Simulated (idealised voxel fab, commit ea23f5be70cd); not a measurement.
Process module name: voxel ribs on slabs
Square cell edge 5 nm, section width 250 nm, ID cut.
Cross-sections here: square-cell grids, written as top-down lists of bands, a band being one or more rows of cells. Band entry format. Leading values: height of top, height of bottom, nm. Remainder: materials in left-to-right order, each with its width in nm. Special words: "everywhere" on a single material, which then fills the band edge to edge; "empty", empty space. The level at which height equals 0 is the one under which the wafer, as it arrives, is entirely one material. No lower edge exists for the bottom band, which continues downward and is notated as in "0 down". The two numbers in a width such as "30->40" mark its ends across the band: the first belongs to the top row of cells, the second to the bottom row, and from each row to the next the width moves by the same amount. "stayed the same" -> step changed no cross-section cell. "Unvented internal voids" lists enclosed empty spaces (at least 8 cells, no open path upward to the top), each as width x height at distance from the left edge, in nm. On a step's line, text after the settings is the simulator commenting on that step. You can add "overlay nm" to a step's line. For a step with a mask, it describes how far the mask lay to the right of its planned position, and a negative number describes a lay to the left.
## Planned process steps
1: RECEIVE: material Si
2: DIRECTIONAL_DEP: material SiO2, thk nm 25
3: DIRECTIONAL_DEP: material SiN, thk nm 25
4: MASKED_ETCH: tone cover, mask id RIB, width nm 15, etch materials SiN, depth nm 20, overlay nm -15
5: DIRECTIONAL_DEP: material aC, thk nm 10
6: PATTERN: tone cover, mask id SLAB, material resist, width nm 55, thk nm 25, overlay nm 0
7: DIRECTIONAL_ETCH: etch materials aC, depth nm 10
8: STRIP: etch materials resist
9: DIRECTIONAL_ETCH: etch materials SiN, depth nm 5
10: STRIP: etch materials aC
11: FILL_DEP: material SiO2, thk nm 25
12: CMP: height nm 65
13: DIRECTIONAL_DEP: material TiN, thk nm 10
14: MASKED_ETCH: tone cover, mask id HEATER, width nm 25, etch materials TiN, depth nm 10, overlay nm 0
15: CONFORMAL_DEP: material SiN, thk nm 5
Every wafer here starts from the same state; it is the step 4 overlay nm that distinguishes them, and the value the plan gives belongs to the first wafer.
## First wafer of several, as received: cross-section after step 1
0 down | Si everywhere
Unvented internal voids: none
## First of several wafers in cross-section at module end, following the final step, step 15
80 to 75 | 105 nm empty | 35 nm SiN | 110 nm empty
75 to 70 | 105 nm empty | 5 nm SiN | 25 nm TiN | 5 nm SiN | 110 nm empty
70 to 65 | 110 nm SiN | 25 nm TiN | 115 nm SiN
65 to 50 | SiO2 everywhere
50 to 30 | 100 nm SiO2 | 15 nm SiN | 135 nm SiO2
30 to 25 | 95 nm SiO2 | 55 nm SiN | 100 nm SiO2
25 to 0 | SiO2 everywhere
0 down | Si everywhere
Unvented internal voids: none
## Showing the last wafer in cross-section at the end of the module
80 to 75 | 105 nm empty | 35 nm SiN | 110 nm empty
75 to 70 | 105 nm empty | 5 nm SiN | 25 nm TiN | 5 nm SiN | 110 nm empty
70 to 65 | 110 nm SiN | 25 nm TiN | 115 nm SiN
65 to 50 | SiO2 everywhere
50 to 30 | 130 nm SiO2 | 15 nm SiN | 105 nm SiO2
30 to 25 | 95 nm SiO2 | 55 nm SiN | 100 nm SiO2
25 to 0 | SiO2 everywhere
0 down | Si everywhere
Unvented internal voids: none
## The table below has one row for each wafer; a row shows, as of the end of the module, how many cells of each material the wafer has gained, marked (+), or lost, marked (-), since it was received, and then the wafer's closed voids
overlay nm -15, +77 SiN, +627 SiO2, +10 TiN, Unvented internal voids: none
overlay nm -10, +77 SiN, +627 SiO2, +10 TiN, Unvented internal voids: none
overlay nm -5, +77 SiN, +627 SiO2, +10 TiN, Unvented internal voids: none
overlay nm 0, +77 SiN, +627 SiO2, +10 TiN, Unvented internal voids: none
overlay nm 5, +77 SiN, +627 SiO2, +10 TiN, Unvented internal voids: none
overlay nm 10, +77 SiN, +627 SiO2, +10 TiN, Unvented internal voids: none
overlay nm 15, +77 SiN, +627 SiO2, +10 TiN, Unvented internal voids: none
